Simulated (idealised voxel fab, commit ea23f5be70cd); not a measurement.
This section sets out a process module, namely voxel double patterning.
Pictured: cross-section cut, 185 nm wide, on a grid of 5 nm square cells.
Each cross-section below is a grid of square cells, stated as bands in top-down order, with one or more rows of cells making up each band.
A band entry consists of two parts. The first gives the height of the band's top and the height of its bottom, in nm. The rest lists the band's materials from left to right, each with its width in nm. A single material labelled with the word "edge to edge" fills the band from edge to edge, and the word "empty" marks empty space.
Basically, 0 is our baseline, since under it the wafer straight out of the box is all one material. The bottom band has no lower end and keeps on going down, so it looks like "from 0 down".
When a width is written as two numbers, as in "30..40", the first number is the width in the top row of cells of the band and the second is the width in its bottom row, and the width changes by the same amount from each row to the next.
Take "identical to before" at face value: in the step it is given for, the cross-section changed in none of its cells.
Voids not open to the top, 8 cells minimum: see "Enclosed internal voids". Written width x height at distance; distance is from the left edge; nm.
On a step's line, text after the settings is the simulator commenting on that step.
The optional step-line setting "overlay nm" applies to steps with a mask and quantifies how far to the right of its planned location the mask lay, a negative value indicating leftward placement.

# These are the steps we planned for the process
1) RECEIVE [material Si]
2) CONFORMAL_DEP [material SiO2] [thk nm 5]
3) DIRECTIONAL_DEP [material TiN] [thk nm 15]
4) DIRECTIONAL_DEP [material SiN] [thk nm 10]
5) DIRECTIONAL_DEP [material aC] [thk nm 15]
6) PATTERN [tone open] [mask id FIRST] [material resist] [width nm 15] [pitch nm 50] [thk nm 30] [overlay nm 0]
7) DIRECTIONAL_ETCH [etch materials aC] [depth nm 15]
8) STRIP [etch materials resist]
9) DIRECTIONAL_ETCH [etch materials SiN] [depth nm 10]
10) STRIP [etch materials aC]
11) PATTERN [tone open] [mask id SECOND] [material resist] [width nm 15] [pitch nm 50] [thk nm 20] [overlay nm 0]
12) DIRECTIONAL_ETCH [etch materials SiN] [depth nm 10]
13) STRIP [etch materials resist]
14) DIRECTIONAL_ETCH [etch materials TiN] [depth nm 15]
15) STRIP [etch materials SiN]

# First of two wafers - as planned

# So this is the incoming wafer in cross-section - it's already been through step 1
	from 0 down | Si edge to edge
	Enclosed internal voids: none

# You're looking at a cross-section of the wafer after step 2
	from 5 to 0 | SiO2 edge to edge
	Whatever lies below 0 is exactly as it was before.

# You're looking at a cross-section of the wafer after step 3
	from 20 to 5 | TiN edge to edge
	Whatever lies below 5 is exactly as it was before.

# You're looking at a cross-section of the wafer after step 4
	from 30 to 20 | SiN edge to edge
	Whatever lies below 20 is exactly as it was before.

# You're looking at a cross-section of the wafer after step 5
	from 45 to 30 | aC edge to edge
	Whatever lies below 30 is exactly as it was before.

# You're looking at a cross-section of the wafer after step 6
	from 75 to 45 | resist=35 | empty=15 | resist=35 | empty=15 | resist=35 | empty=15 | resist=35
	Whatever lies below 45 is exactly as it was before.

# You're looking at a cross-section of the wafer after step 7
	from 60 to 45 | resist=35 | empty=15 | resist=35 | empty=15 | resist=35 | empty=15 | resist=35
	from 45 to 30 | aC=35 | empty=15 | aC=35 | empty=15 | aC=35 | empty=15 | aC=35
	Whatever lies below 30 is exactly as it was before.

# You're looking at a cross-section of the wafer after step 8
	from 45 to 30 | aC=35 | empty=15 | aC=35 | empty=15 | aC=35 | empty=15 | aC=35
	Whatever lies below 30 is exactly as it was before.

# You're looking at a cross-section of the wafer after step 9
	from 45 to 30 | aC=35 | empty=15 | aC=35 | empty=15 | aC=35 | empty=15 | aC=35
	from 30 to 20 | SiN=35 | empty=15 | SiN=35 | empty=15 | SiN=35 | empty=15 | SiN=35
	Whatever lies below 20 is exactly as it was before.

# You're looking at a cross-section of the wafer after step 10
	from 30 to 20 | SiN=35 | empty=15 | SiN=35 | empty=15 | SiN=35 | empty=15 | SiN=35
	Whatever lies below 20 is exactly as it was before.

# You're looking at a cross-section of the wafer after step 11
	from 50 to 30 | resist=60 | empty=15 | resist=35 | empty=15 | resist=60
	from 30 to 20 | SiN=35 | resist=15 | SiN=35 | resist=15 | SiN=35 | resist=15 | SiN=35
	Whatever lies below 20 is exactly as it was before.

# You're looking at a cross-section of the wafer after step 12
	from 50 to 30 | resist=60 | empty=15 | resist=35 | empty=15 | resist=60
	from 30 to 20 | SiN=35 | resist=15 | SiN=10 | empty=15 | SiN=10 | resist=15 | SiN=10 | empty=15 | SiN=10 | resist=15 | SiN=35
	Whatever lies below 20 is exactly as it was before.

# You're looking at a cross-section of the wafer after step 13
	from 30 to 20 | SiN=35 | empty=15 | SiN=10 | empty=15 | SiN=10 | empty=15 | SiN=10 | empty=15 | SiN=10 | empty=15 | SiN=35
	Whatever lies below 20 is exactly as it was before.

# You're looking at a cross-section of the wafer after step 14
	from 30 to 20 | SiN=35 | empty=15 | SiN=10 | empty=15 | SiN=10 | empty=15 | SiN=10 | empty=15 | SiN=10 | empty=15 | SiN=35
	from 20 to 5 | TiN=35 | empty=15 | TiN=10 | empty=15 | TiN=10 | empty=15 | TiN=10 | empty=15 | TiN=10 | empty=15 | TiN=35
	Whatever lies below 5 is exactly as it was before.

# You're looking at a cross-section of the wafer after step 15
	from 20 to 5 | TiN=35 | empty=15 | TiN=10 | empty=15 | TiN=10 | empty=15 | TiN=10 | empty=15 | TiN=10 | empty=15 | TiN=35
	Whatever lies below 5 is exactly as it was before.

# The Second Wafer: Common Origin and Plan, One Mistake in Execution, Identical to the First Through Step 2

# Second wafer cross-section, taken as of the time the plan sets for step 3 to be done
	from 30 to 5 | TiN edge to edge
	Whatever lies below 5 is exactly as it was before.

# Second wafer cross-section, taken as of the time the plan sets for step 4 to be done
	from 40 to 30 | SiN edge to edge
	Whatever lies below 30 is exactly as it was before.

# Second wafer cross-section, taken as of the time the plan sets for step 5 to be done
	from 55 to 40 | aC edge to edge
	Whatever lies below 40 is exactly as it was before.

# Second wafer cross-section, taken as of the time the plan sets for step 6 to be done
	from 85 to 55 | resist=35 | empty=15 | resist=35 | empty=15 | resist=35 | empty=15 | resist=35
	Whatever lies below 55 is exactly as it was before.

# Second wafer cross-section, taken as of the time the plan sets for step 7 to be done
	from 70 to 55 | resist=35 | empty=15 | resist=35 | empty=15 | resist=35 | empty=15 | resist=35
	from 55 to 40 | aC=35 | empty=15 | aC=35 | empty=15 | aC=35 | empty=15 | aC=35
	Whatever lies below 40 is exactly as it was before.

# Second wafer cross-section, taken as of the time the plan sets for step 8 to be done
	from 55 to 40 | aC=35 | empty=15 | aC=35 | empty=15 | aC=35 | empty=15 | aC=35
	Whatever lies below 40 is exactly as it was before.

# Second wafer cross-section, taken as of the time the plan sets for step 9 to be done
	from 55 to 40 | aC=35 | empty=15 | aC=35 | empty=15 | aC=35 | empty=15 | aC=35
	from 40 to 30 | SiN=35 | empty=15 | SiN=35 | empty=15 | SiN=35 | empty=15 | SiN=35
	Whatever lies below 30 is exactly as it was before.

# Second wafer cross-section, taken as of the time the plan sets for step 10 to be done
	from 40 to 30 | SiN=35 | empty=15 | SiN=35 | empty=15 | SiN=35 | empty=15 | SiN=35
	Whatever lies below 30 is exactly as it was before.

# Second wafer cross-section, taken as of the time the plan sets for step 11 to be done
	from 60 to 40 | resist=60 | empty=15 | resist=35 | empty=15 | resist=60
	from 40 to 30 | SiN=35 | resist=15 | SiN=35 | resist=15 | SiN=35 | resist=15 | SiN=35
	Whatever lies below 30 is exactly as it was before.

# Second wafer cross-section, taken as of the time the plan sets for step 12 to be done
	from 60 to 40 | resist=60 | empty=15 | resist=35 | empty=15 | resist=60
	from 40 to 30 | SiN=35 | resist=15 | SiN=10 | empty=15 | SiN=10 | resist=15 | SiN=10 | empty=15 | SiN=10 | resist=15 | SiN=35
	Whatever lies below 30 is exactly as it was before.

# Second wafer cross-section, taken as of the time the plan sets for step 13 to be done
	from 40 to 30 | SiN=35 | empty=15 | SiN=10 | empty=15 | SiN=10 | empty=15 | SiN=10 | empty=15 | SiN=10 | empty=15 | SiN=35
	Whatever lies below 30 is exactly as it was before.

# Second wafer cross-section, taken as of the time the plan sets for step 14 to be done
	from 40 to 30 | SiN=35 | empty=15 | SiN=10 | empty=15 | SiN=10 | empty=15 | SiN=10 | empty=15 | SiN=10 | empty=15 | SiN=35
	from 30 to 15 | TiN=35 | empty=15 | TiN=10 | empty=15 | TiN=10 | empty=15 | TiN=10 | empty=15 | TiN=10 | empty=15 | TiN=35
	Whatever lies below 15 is exactly as it was before.

# Second wafer cross-section, taken as of the time the plan sets for step 15 to be done
	from 30 to 15 | TiN=35 | empty=15 | TiN=10 | empty=15 | TiN=10 | empty=15 | TiN=10 | empty=15 | TiN=10 | empty=15 | TiN=35
	Whatever lies below 15 is exactly as it was before.
Against the plan, the run slipped here: step 3 ran as: DIRECTIONAL_DEP [material TiN] [thk nm 25]
Wafer comparison, final, in cells, second relative to first, materials more or fewer: TiN +74
